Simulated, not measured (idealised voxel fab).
The process module presented herein is designated voxel trench capacitor.
Shown is cross-section cut, with a width of 255 nm and square cells of size 5 nm.
A cross-section in this document is a grid of square cells, and it is written down as bands, the top band listed before the ones below it; a band is made up of one or more rows of cells. Heights first: top, then bottom, in nm. Then materials, left to right, each with a width in nm. "full width" on a single material: fills the band edge to edge. "empty": empty space. Measure heights from 0. That's the level where, below it, the as-received wafer is all one material. The lowest band is bottomless and extends downward; write it as in "top 0, no bottom". The expression "30->40" gives the width at the extremes of the band, the first number at its top row of cells and the second at its bottom row, with the width changing by equal amounts from each row to the next in between. Given "no modifications" for a step, no cell of the cross-section differs between before and after that step. Empty spaces without an open route to the top, at least 8 cells in extent, make up the entry "Enclosed voids"; each is given as width x height at distance, where the distance is measured from the left edge, and all are in nm. Step line, after settings: the simulator's comment on this step. overlay nm: how far to the right of its planned place the mask lay on this masked step (negative: to the left).
Intended process steps
1) RECEIVE [material Si]
2) CONFORMAL_DEP [material SiN] [thk nm 10]
3) MASKED_ETCH [tone open] [mask id TRENCH] [width nm 25] [pitch nm 50] [etch materials SiN] [depth nm 10] [overlay nm 0]
4) MASKED_ETCH [tone open] [mask id TRENCH] [width nm 25] [pitch nm 50] [etch materials Si] [depth nm 40] [overlay nm 0]
5) CONFORMAL_DEP [material Al2O3] [thk nm 5]
6) CONFORMAL_DEP [material TiN] [thk nm 5]
7) FILL_DEP [material W] [thk nm 5]
8) CMP [height nm 10]
First out of two wafers; run went to plan
As received, after step 1
- top 0, no bottom | Si full width
- Enclosed voids: none
You're looking at a cross-section of the wafer after step 2
- top 10, bottom 0 | SiN full width
- Note: structure below 0 unchanged.
You're looking at a cross-section of the wafer after step 3
- top 10, bottom 0 | SiN 90 | empty 25 | SiN 25 | empty 25 | SiN 90
- Note: structure below 0 unchanged.
You're looking at a cross-section of the wafer after step 4
- top 10, bottom 0 | SiN 90 | empty 25 | SiN 25 | empty 25 | SiN 90
- top 0, bottom -40 | Si 90 | empty 25 | Si 25 | empty 25 | Si 90
- Note: structure below -40 unchanged.
You're looking at a cross-section of the wafer after step 5
- top 15, bottom 10 | Al2O3 95 | empty 15 | Al2O3 35 | empty 15 | Al2O3 95
- top 10, bottom 0 | SiN 90 | Al2O3 5 | empty 15 | Al2O3 5 | SiN 25 | Al2O3 5 | empty 15 | Al2O3 5 | SiN 90
- top 0, bottom -35 | Si 90 | Al2O3 5 | empty 15 | Al2O3 5 | Si 25 | Al2O3 5 | empty 15 | Al2O3 5 | Si 90
- top -35, bottom -40 | Si 90 | Al2O3 25 | Si 25 | Al2O3 25 | Si 90
- Note: structure below -40 unchanged.
You're looking at a cross-section of the wafer after step 6
- top 20, bottom 15 | TiN 100 | empty 5 | TiN 45 | empty 5 | TiN 100
- top 15, bottom 10 | Al2O3 95 | TiN 5 | empty 5 | TiN 5 | Al2O3 35 | TiN 5 | empty 5 | TiN 5 | Al2O3 95
- top 10, bottom 0 | SiN 90 | Al2O3 5 | TiN 5 | empty 5 | TiN 5 | Al2O3 5 | SiN 25 | Al2O3 5 | TiN 5 | empty 5 | TiN 5 | Al2O3 5 | SiN 90
- top 0, bottom -30 | Si 90 | Al2O3 5 | TiN 5 | empty 5 | TiN 5 | Al2O3 5 | Si 25 | Al2O3 5 | TiN 5 | empty 5 | TiN 5 | Al2O3 5 | Si 90
- top -30, bottom -35 | Si 90 | Al2O3 5 | TiN 15 | Al2O3 5 | Si 25 | Al2O3 5 | TiN 15 | Al2O3 5 | Si 90
- Note: structure below -35 unchanged.
You're looking at a cross-section of the wafer after step 7
- top 25, bottom 20 | W full width
- top 20, bottom 15 | TiN 100 | W 5 | TiN 45 | W 5 | TiN 100
- top 15, bottom 10 | Al2O3 95 | TiN 5 | W 5 | TiN 5 | Al2O3 35 | TiN 5 | W 5 | TiN 5 | Al2O3 95
- top 10, bottom 0 | SiN 90 | Al2O3 5 | TiN 5 | W 5 | TiN 5 | Al2O3 5 | SiN 25 | Al2O3 5 | TiN 5 | W 5 | TiN 5 | Al2O3 5 | SiN 90
- top 0, bottom -30 | Si 90 | Al2O3 5 | TiN 5 | W 5 | TiN 5 | Al2O3 5 | Si 25 | Al2O3 5 | TiN 5 | W 5 | TiN 5 | Al2O3 5 | Si 90
- Note: structure below -30 unchanged.
You're looking at a cross-section of the wafer after step 8
- top 10, bottom 0 | SiN 90 | Al2O3 5 | TiN 5 | W 5 | TiN 5 | Al2O3 5 | SiN 25 | Al2O3 5 | TiN 5 | W 5 | TiN 5 | Al2O3 5 | SiN 90
- Note: structure below 0 unchanged.
Second wafer, same starting conditions and recipe as the first, one mistake in executing it, nothing differs from the first up to and including step 2
Cross-sectional representation of the second wafer at the time designated in the plan for the completion of step 3
- top 10, bottom 0 | empty 90 | SiN 25 | empty 25 | SiN 25 | empty 90
- Note: structure below 0 unchanged.
Cross-sectional representation of the second wafer at the time designated in the plan for the completion of step 4: no modifications
Cross-sectional representation of the second wafer at the time designated in the plan for the completion of step 5
- top 15, bottom 10 | empty 85 | Al2O3 35 | empty 15 | Al2O3 35 | empty 85
- top 10, bottom 5 | empty 85 | Al2O3 5 | SiN 25 | Al2O3 5 | empty 15 | Al2O3 5 | SiN 25 | Al2O3 5 | empty 85
- top 5, bottom 0 | Al2O3 90 | SiN 25 | Al2O3 25 | SiN 25 | Al2O3 90
- Note: structure below 0 unchanged.
Cross-sectional representation of the second wafer at the time designated in the plan for the completion of step 6
- top 20, bottom 15 | empty 80 | TiN 45 | empty 5 | TiN 45 | empty 80
- top 15, bottom 10 | empty 80 | TiN 5 | Al2O3 35 | TiN 5 | empty 5 | TiN 5 | Al2O3 35 | TiN 5 | empty 80
- top 10, bottom 5 | TiN 85 | Al2O3 5 | SiN 25 | Al2O3 5 | TiN 15 | Al2O3 5 | SiN 25 | Al2O3 5 | TiN 85
- Note: structure below 5 unchanged.
Cross-sectional representation of the second wafer at the time designated in the plan for the completion of step 7
- top 25, bottom 20 | W full width
- top 20, bottom 15 | W 80 | TiN 45 | W 5 | TiN 45 | W 80
- top 15, bottom 10 | W 80 | TiN 5 | Al2O3 35 | TiN 5 | W 5 | TiN 5 | Al2O3 35 | TiN 5 | W 80
- Note: structure below 10 unchanged.
Cross-sectional representation of the second wafer at the time designated in the plan for the completion of step 8
- top 10, bottom 5 | TiN 85 | Al2O3 5 | SiN 25 | Al2O3 5 | TiN 15 | Al2O3 5 | SiN 25 | Al2O3 5 | TiN 85
- Note: structure below 5 unchanged.
What was done differently from what was planned? step 3 off recipe, ran as MASKED_ETCH [tone cover] [mask id TRENCH] [width nm 25] [pitch nm 50] [etch materials SiN] [depth nm 10] [overlay nm 0]
End check, counted in cells, second wafer has more or fewer of these materials than the first: Al2O3: 1 fewer; Si: 80 more; SiN: 62 fewer; TiN: 1 fewer; W: 16 fewer
